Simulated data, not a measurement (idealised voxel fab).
Herein follows the process module entitled voxel air gaps.
FYI the section here is cut, 175 nm wide, cells are 5 nm squares.
Format of a cross-section: grid, square cells. Given as bands. Order: top down. Band: one or more rows of cells.
This entry defines a band. It first specifies the height of the band's top and the height of its bottom in nm, and then specifies the band's materials from left to right, stating each material with its width in nm. The word "everywhere" identifies a single material that fills the band from edge to edge, while the word "blank" identifies empty space.
Note: height 0 marks the level under which the wafer is uniformly one material as received. Lowest band unbounded below, written "0 -> down".
Note: "30 to 40" means the width goes from the first number (top row of the band) to the second number (bottom row) in equal steps per row of cells.
For the purposes of this document, the phrase "no change occurred" attached to a step denotes that no cell within the cross-section was modified by that step.
This entry, "Enclosed void list", enumerates those empty regions of no fewer than 8 cells that possess no open connection to the top. Each region is reported in the form width x height at distance, the distance being taken from the left edge, with all three quantities expressed in nm.
Whatever follows a step's settings on its line is a remark the simulator itself makes about that step.
overlay nm, on a step with a mask: how far to the right of its planned place the mask lay; to the left if negative

[Listed below are the process steps as planned]
1) RECEIVE | material Si
2) CONFORMAL_DEP | material SiO2 | thk nm 10
3) CONFORMAL_DEP | material SiCN | thk nm 5
4) DIRECTIONAL_DEP | material lowk | thk nm 40
5) DIRECTIONAL_DEP | material aC | thk nm 15
6) PATTERN | tone open | mask id LINES | material resist | width nm 15 | pitch nm 40 | thk nm 30 | overlay nm 0
7) DIRECTIONAL_ETCH | etch materials aC | depth nm 15
8) STRIP | etch materials resist
9) DIRECTIONAL_ETCH | etch materials lowk | depth nm 40
10) STRIP | etch materials aC
11) CONFORMAL_DEP | material TiN | thk nm 5
12) FILL_DEP | material W | thk nm 5
13) CMP | height nm 55
14) EPI | material Ru | thk nm 10
15) SELECTIVE_ETCH | etch materials lowk | depth nm 50
16) CONFORMAL_DEP | material SiCN | thk nm 5
Heads up: all these wafers start the same, and what changes between them is the width nm in step 6. The value you see in the plan is just what the first wafer got.

[Step 1 complete: as-received cross-section of the first of several wafers]
0 -> down  Si everywhere
Enclosed void list: none

[Note: the following table is arranged by wafer, a row apiece. Each row reports the end-of-module state: per material, cells gained (+) or cells lost (-) compared with the wafer as received; closed voids follow]
width nm 15 | +56 Ru | +170 SiCN | +70 SiO2 | +68 TiN | +28 W | Enclosed void list: 15 x 30 at 40; 15 x 30 at 80; 15 x 30 at 120
width nm 20 | +64 Ru | +98 SiCN | +70 SiO2 | +72 TiN | +56 W | +96 lowk | Enclosed void list: 10 x 30 at 165
width nm 25 | +66 Ru | +98 SiCN | +70 SiO2 | +76 TiN | +84 W | +72 lowk | Enclosed void list: 10 x 30 at 0; 10 x 30 at 165
